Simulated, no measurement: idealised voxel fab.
The name of this process module is voxel ribs on slabs.
Cross-sectional view cut (width: 155 nm; square cell size: 5 nm).
Throughout this document, each cross-section is represented as a grid of square cells and is presented as a sequence of bands enumerated from the top downward, where a band comprises one or more rows of cells. Quick guide to a band line: top height, bottom height (nm) up front; then every material left to right with its width in nm. Only one material and it's marked "everywhere"? Then it fills the band edge to edge. And "air" just means empty space. Height 0 is the level under which the wafer as received is all one material. The lowest band goes on downwards, as in "z 0 and below". Think of "30..40" as a width that walks from the first number to the second as you go down the band, top row to bottom row, taking equal-sized steps from row to row. The cross-section has no changed cell in any step marked "identical to before". Look at "Closed internal voids" for the closed voids: empty spaces with no open path to the top, sized 8 cells or up. Each is width x height at distance, distance from the left edge, all nm. That trailing text on a step's line, after the settings, is the simulator's own remark on the step. Steps that use a mask can have "overlay nm" on their line. It says how far the mask sat to the right of where it was meant to be. Negative means to the left.
Planned process steps:
1: RECEIVE | material Si
2: DIRECTIONAL_DEP | material SiO2 | thk nm 20
3: DIRECTIONAL_DEP | material SiN | thk nm 20
4: DIRECTIONAL_DEP | material aC | thk nm 10
5: PATTERN | tone cover | mask id RIB | material resist | width nm 15 | thk nm 25 | overlay nm 0
6: DIRECTIONAL_ETCH | etch materials aC | depth nm 10
7: STRIP | etch materials resist
8: DIRECTIONAL_ETCH | etch materials SiN | depth nm 5
9: STRIP | etch materials aC
10: MASKED_ETCH | tone cover | mask id SLAB | width nm 65 | etch materials SiN | depth nm 15 | overlay nm 0
11: FILL_DEP | material SiO2 | thk nm 25
12: CMP | height nm 60
13: DIRECTIONAL_DEP | material TiN | thk nm 5
14: DIRECTIONAL_DEP | material aC | thk nm 15
15: PATTERN | tone cover | mask id HEATER | material resist | width nm 25 | thk nm 35 | overlay nm 0
16: DIRECTIONAL_ETCH | etch materials aC | depth nm 15
17: STRIP | etch materials resist
18: DIRECTIONAL_ETCH | etch materials TiN | depth nm 5
19: STRIP | etch materials aC
20: CONFORMAL_DEP | material SiN | thk nm 5
First out of two wafers; run went to plan:
Wafer at receipt (post step 1), cross-section:
z 0 and below  Si everywhere
Closed internal voids: none
After step 2, in cross-section:
z 20 to 0  SiO2 everywhere
Whatever lies below 0 is exactly as it was before.
After step 3, in cross-section:
z 40 to 20  SiN everywhere
Whatever lies below 20 is exactly as it was before.
After step 4, in cross-section:
z 50 to 40  aC everywhere
Whatever lies below 40 is exactly as it was before.
After step 5, in cross-section:
z 75 to 50  70 of air  15 of resist  70 of air
Whatever lies below 50 is exactly as it was before.
After step 6, in cross-section:
z 65 to 50  70 of air  15 of resist  70 of air
z 50 to 40  70 of air  15 of aC  70 of air
Whatever lies below 40 is exactly as it was before.
After step 7, in cross-section:
z 50 to 40  70 of air  15 of aC  70 of air
Whatever lies below 40 is exactly as it was before.
After step 8, in cross-section:
z 50 to 40  70 of air  15 of aC  70 of air
z 40 to 35  70 of air  15 of SiN  70 of air
Whatever lies below 35 is exactly as it was before.
After step 9, in cross-section:
z 40 to 35  70 of air  15 of SiN  70 of air
Whatever lies below 35 is exactly as it was before.
After step 10, in cross-section:
z 40 to 35  70 of air  15 of SiN  70 of air
z 35 to 20  45 of air  65 of SiN  45 of air
Whatever lies below 20 is exactly as it was before.
After step 11, in cross-section:
z 65 to 40  SiO2 everywhere
z 40 to 35  70 of SiO2  15 of SiN  70 of SiO2
z 35 to 20  45 of SiO2  65 of SiN  45 of SiO2
Whatever lies below 20 is exactly as it was before.
After step 12, in cross-section:
z 60 to 40  SiO2 everywhere
Whatever lies below 40 is exactly as it was before.
After step 13, in cross-section:
z 65 to 60  TiN everywhere
Whatever lies below 60 is exactly as it was before.
After step 14, in cross-section:
z 80 to 65  aC everywhere
Whatever lies below 65 is exactly as it was before.
After step 15, in cross-section:
z 115 to 80  65 of air  25 of resist  65 of air
Whatever lies below 80 is exactly as it was before.
After step 16, in cross-section:
z 100 to 80  65 of air  25 of resist  65 of air
z 80 to 65  65 of air  25 of aC  65 of air
Whatever lies below 65 is exactly as it was before.
After step 17, in cross-section:
z 80 to 65  65 of air  25 of aC  65 of air
Whatever lies below 65 is exactly as it was before.
After step 18, in cross-section:
z 80 to 65  65 of air  25 of aC  65 of air
z 65 to 60  65 of air  25 of TiN  65 of air
Whatever lies below 60 is exactly as it was before.
After step 19, in cross-section:
z 65 to 60  65 of air  25 of TiN  65 of air
Whatever lies below 60 is exactly as it was before.
After step 20, in cross-section:
z 70 to 65  60 of air  35 of SiN  60 of air
z 65 to 60  65 of SiN  25 of TiN  65 of SiN
Whatever lies below 60 is exactly as it was before.
second wafer: like start, like plan, one mistake. Through step 1 it matches the first wafer:
What the second wafer looks like in cross-section when step 2 should have wrapped up:
z 40 to 0  SiO2 everywhere
Whatever lies below 0 is exactly as it was before.
What the second wafer looks like in cross-section when step 3 should have wrapped up:
z 60 to 40  SiN everywhere
Whatever lies below 40 is exactly as it was before.
What the second wafer looks like in cross-section when step 4 should have wrapped up:
z 70 to 60  aC everywhere
Whatever lies below 60 is exactly as it was before.
What the second wafer looks like in cross-section when step 5 should have wrapped up:
z 95 to 70  70 of air  15 of resist  70 of air
Whatever lies below 70 is exactly as it was before.
What the second wafer looks like in cross-section when step 6 should have wrapped up:
z 85 to 70  70 of air  15 of resist  70 of air
z 70 to 60  70 of air  15 of aC  70 of air
Whatever lies below 60 is exactly as it was before.
What the second wafer looks like in cross-section when step 7 should have wrapped up:
z 70 to 60  70 of air  15 of aC  70 of air
Whatever lies below 60 is exactly as it was before.
What the second wafer looks like in cross-section when step 8 should have wrapped up:
z 70 to 60  70 of air  15 of aC  70 of air
z 60 to 55  70 of air  15 of SiN  70 of air
Whatever lies below 55 is exactly as it was before.
What the second wafer looks like in cross-section when step 9 should have wrapped up:
z 60 to 55  70 of air  15 of SiN  70 of air
Whatever lies below 55 is exactly as it was before.
What the second wafer looks like in cross-section when step 10 should have wrapped up:
z 60 to 55  70 of air  15 of SiN  70 of air
z 55 to 40  45 of air  65 of SiN  45 of air
Whatever lies below 40 is exactly as it was before.
What the second wafer looks like in cross-section when step 11 should have wrapped up:
z 85 to 60  SiO2 everywhere
z 60 to 55  70 of SiO2  15 of SiN  70 of SiO2
z 55 to 40  45 of SiO2  65 of SiN  45 of SiO2
Whatever lies below 40 is exactly as it was before.
What the second wafer looks like in cross-section when step 12 should have wrapped up:
z 60 to 55  70 of SiO2  15 of SiN  70 of SiO2
Whatever lies below 55 is exactly as it was before.
What the second wafer looks like in cross-section when step 13 should have wrapped up:
z 65 to 60  TiN everywhere
Whatever lies below 60 is exactly as it was before.
What the second wafer looks like in cross-section when step 14 should have wrapped up:
z 80 to 65  aC everywhere
Whatever lies below 65 is exactly as it was before.
What the second wafer looks like in cross-section when step 15 should have wrapped up:
z 115 to 80  65 of air  25 of resist  65 of air
Whatever lies below 80 is exactly as it was before.
What the second wafer looks like in cross-section when step 16 should have wrapped up:
z 100 to 80  65 of air  25 of resist  65 of air
z 80 to 65  65 of air  25 of aC  65 of air
Whatever lies below 65 is exactly as it was before.
What the second wafer looks like in cross-section when step 17 should have wrapped up:
z 80 to 65  65 of air  25 of aC  65 of air
Whatever lies below 65 is exactly as it was before.
What the second wafer looks like in cross-section when step 18 should have wrapped up:
z 80 to 65  65 of air  25 of aC  65 of air
z 65 to 60  65 of air  25 of TiN  65 of air
Whatever lies below 60 is exactly as it was before.
What the second wafer looks like in cross-section when step 19 should have wrapped up:
z 65 to 60  65 of air  25 of TiN  65 of air
Whatever lies below 60 is exactly as it was before.
What the second wafer looks like in cross-section when step 20 should have wrapped up:
z 70 to 65  60 of air  35 of SiN  60 of air
z 65 to 60  65 of SiN  25 of TiN  65 of SiN
Whatever lies below 60 is exactly as it was before.
Diagnosis: step 2 of the plan was performed twice
If you tally the cells, the second wafer ends up with the same amount of every material as the first; it's all just sitting in different places.
